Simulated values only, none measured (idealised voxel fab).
Documented hereafter: the process module known as voxel released beams.
255 nm wide, 5 nm square cells: that's cross-section cut.
Reading order for cross-sections: top band down to bottom band. Underlying form: a grid of square cells. Band size: one or more rows of cells. First you get the band's top height and its bottom height, in nm, and then the materials it's made of, left to right, with each width in nm. If you see a single material with "everywhere", that one covers the band edge to edge. "empty" is empty space. For the purposes of this specification, 0 denotes the height below which the wafer in its as-received condition is composed wholly of one material, and the lowermost band, lacking a lower limit, extends downward without end, as expressed in "0 -> down". The notation "30->40" denotes a width that varies across the rows of cells in the band, beginning at the first number in the top row, finishing at the second number in the bottom row, and changing by an identical amount from each row to the next. The cross-section has no changed cell in any step marked "nothing got changed". Closed void table: empty space of 8 cells or more with no open way to the top, each as width x height at its distance from the left edge, in nm. That trailing text on a step's line, after the settings, is the simulator's own remark on the step. overlay nm: step with mask; distance mask lay right of planned place; negative value = left of planned place.
SET OUT BELOW ARE THE PLANNED STEPS OF THE PROCESS
step 1: RECEIVE: material Si
step 2: CONFORMAL_DEP: material Al2O3, thk nm 10
step 3: DIRECTIONAL_DEP: material SiO2, thk nm 15
step 4: DIRECTIONAL_DEP: material aC, thk nm 15
step 5: PATTERN: tone open, mask id ANCHOR, material resist, width nm 45, thk nm 30, overlay nm 0
step 6: DIRECTIONAL_ETCH: etch materials aC, depth nm 15
step 7: STRIP: etch materials resist
step 8: DIRECTIONAL_ETCH: etch materials SiO2, depth nm 5
step 9: STRIP: etch materials aC
step 10: CONFORMAL_DEP: material polySi, thk nm 15
step 11: PATTERN: tone cover, mask id BEAM, material resist, width nm 110, thk nm 20, overlay nm 0
step 12: DIRECTIONAL_ETCH: etch materials polySi, depth nm 15
step 13: STRIP: etch materials resist
step 14: STRIP: etch materials SiO2
Where the wafers of this document differ is in the depth nm of step 8; they start out the same, and the plan states the value that applied to the first wafer.
SO THIS IS THE FIRST OF SEVERAL WAFERS, CROSS-SECTIONED AS IT CAME TO US, MEANING IT'S AT THE END OF STEP 1
0 -> down: Si everywhere
Closed void table: none
ROW PER WAFER, END-OF-MODULE: CELL GAIN (+)/LOSS (-) BY MATERIAL SINCE THE WAFER CAME IN, THEN CLOSED VOIDS
depth nm 5, +102 Al2O3, Closed void table: none
depth nm 10, +102 Al2O3, Closed void table: none
depth nm 15, +102 Al2O3, +84 polySi, Closed void table: none
depth nm 20, +102 Al2O3, +84 polySi, Closed void table: none
depth nm 25, +102 Al2O3, +84 polySi, Closed void table: none
depth nm 30, +102 Al2O3, +84 polySi, Closed void table: none
